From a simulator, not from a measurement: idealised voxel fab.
Process module under the name voxel double patterning
The width of the displayed cross-section, cut, is 265 nm; its cells are square, with a size of 5 nm.
A cross-section is a grid of square cells, given in bands from the top down. A band is one or more rows of cells.
Read a band's entry like this: the first values are the height of its top and the height of its bottom in nm, and what follows is the sequence of materials from left to right, each with its width in nm. Note that "empty" is empty space, and that a single material marked "full width" reaches across the band from edge to edge.
Convention: height 0 is the level below which the wafer, as received, is all one material. The lowest band does not terminate at the bottom but continues downward, represented as "from 0 down".
Width "30..40": first value at the band's top row of cells, second value at its bottom row, equal change from row to row.
Given "left unchanged" for a step, no cell of the cross-section differs between before and after that step.
Heads up: "Enclosed cavity list" only lists the empty pockets with no open path to the top that are 8 cells or more, and it writes them as width x height at distance, distance from the left edge, in nm.
The remark found on a step's line after its settings is issued by the simulator itself and pertains to that step.
overlay nm: mask offset rightward from planned place, masked step; negative means leftward offset.
### Process steps (planned)
1) RECEIVE, material Si
2) CONFORMAL_DEP, material SiO2, thk nm 5
3) DIRECTIONAL_DEP, material W, thk nm 20
4) DIRECTIONAL_DEP, material SiCN, thk nm 10
5) PATTERN, tone open, mask id FIRST, material resist, width nm 15, pitch nm 50, thk nm 15, overlay nm 0
6) DIRECTIONAL_ETCH, etch materials SiCN, depth nm 10
7) STRIP, etch materials resist
8) PATTERN, tone open, mask id SECOND, material resist, width nm 15, thk nm 15, overlay nm 0
9) DIRECTIONAL_ETCH, etch materials SiCN, depth nm 10
10) STRIP, etch materials resist
11) DIRECTIONAL_ETCH, etch materials W, depth nm 20
12) STRIP, etch materials SiCN
### Below: the first of two wafers, run as planned
### Incoming wafer in cross-section (state: after step 1)
* from 0 down | Si full width
* Enclosed cavity list: none
### After step 2, in cross-section
* from 5 to 0 | SiO2 full width
* Rest of section, below 0: as before.
### After step 3, in cross-section
* from 25 to 5 | W full width
* Rest of section, below 5: as before.
### After step 4, in cross-section
* from 35 to 25 | SiCN full width
* Rest of section, below 25: as before.
### After step 5, in cross-section
* from 50 to 35 | 100 of resist, then 15 of empty, then 35 of resist, then 15 of empty, then 100 of resist
* Rest of section, below 35: as before.
### After step 6, in cross-section
* from 50 to 35 | 100 of resist, then 15 of empty, then 35 of resist, then 15 of empty, then 100 of resist
* from 35 to 25 | 100 of SiCN, then 15 of empty, then 35 of SiCN, then 15 of empty, then 100 of SiCN
* Rest of section, below 25: as before.
### After step 7, in cross-section
* from 35 to 25 | 100 of SiCN, then 15 of empty, then 35 of SiCN, then 15 of empty, then 100 of SiCN
* Rest of section, below 25: as before.
### After step 8, in cross-section
* from 50 to 35 | 125 of resist, then 15 of empty, then 125 of resist
* from 35 to 25 | 100 of SiCN, then 15 of resist, then 35 of SiCN, then 15 of resist, then 100 of SiCN
* Rest of section, below 25: as before.
### After step 9, in cross-section
* from 50 to 35 | 125 of resist, then 15 of empty, then 125 of resist
* from 35 to 25 | 100 of SiCN, then 15 of resist, then 10 of SiCN, then 15 of empty, then 10 of SiCN, then 15 of resist, then 100 of SiCN
* Rest of section, below 25: as before.
### After step 10, in cross-section
* from 35 to 25 | 100 of SiCN, then 15 of empty, then 10 of SiCN, then 15 of empty, then 10 of SiCN, then 15 of empty, then 100 of SiCN
* Rest of section, below 25: as before.
### After step 11, in cross-section
* from 35 to 25 | 100 of SiCN, then 15 of empty, then 10 of SiCN, then 15 of empty, then 10 of SiCN, then 15 of empty, then 100 of SiCN
* from 25 to 5 | 100 of W, then 15 of empty, then 10 of W, then 15 of empty, then 10 of W, then 15 of empty, then 100 of W
* Rest of section, below 5: as before.
### After step 12, in cross-section
* from 25 to 5 | 100 of W, then 15 of empty, then 10 of W, then 15 of empty, then 10 of W, then 15 of empty, then 100 of W
* Rest of section, below 5: as before.
### Wafer two. Same start, same plan, one slip in execution. Same as wafer one through step 10, inclusive
### Cross-sectional view of the second wafer at the intended end time of process step 11
* from 35 to 25 | 100 of SiCN, then 15 of empty, then 10 of SiCN, then 15 of empty, then 10 of SiCN, then 15 of empty, then 100 of SiCN
* from 25 to 15 | 100 of W, then 15 of empty, then 10 of W, then 15 of empty, then 10 of W, then 15 of empty, then 100 of W
* Rest of section, below 15: as before.
### Cross-sectional view of the second wafer at the intended end time of process step 12
* from 25 to 15 | 100 of W, then 15 of empty, then 10 of W, then 15 of empty, then 10 of W, then 15 of empty, then 100 of W
* Rest of section, below 15: as before.
It is concluded that the wafer was processed incorrectly with respect to the plan, in that heads up, step 11 didn't go per plan, it actually ran as DIRECTIONAL_ETCH, etch materials W, depth nm 10
FYI, end of process, the second wafer has more or fewer cells of some materials than the first: W: 18 more
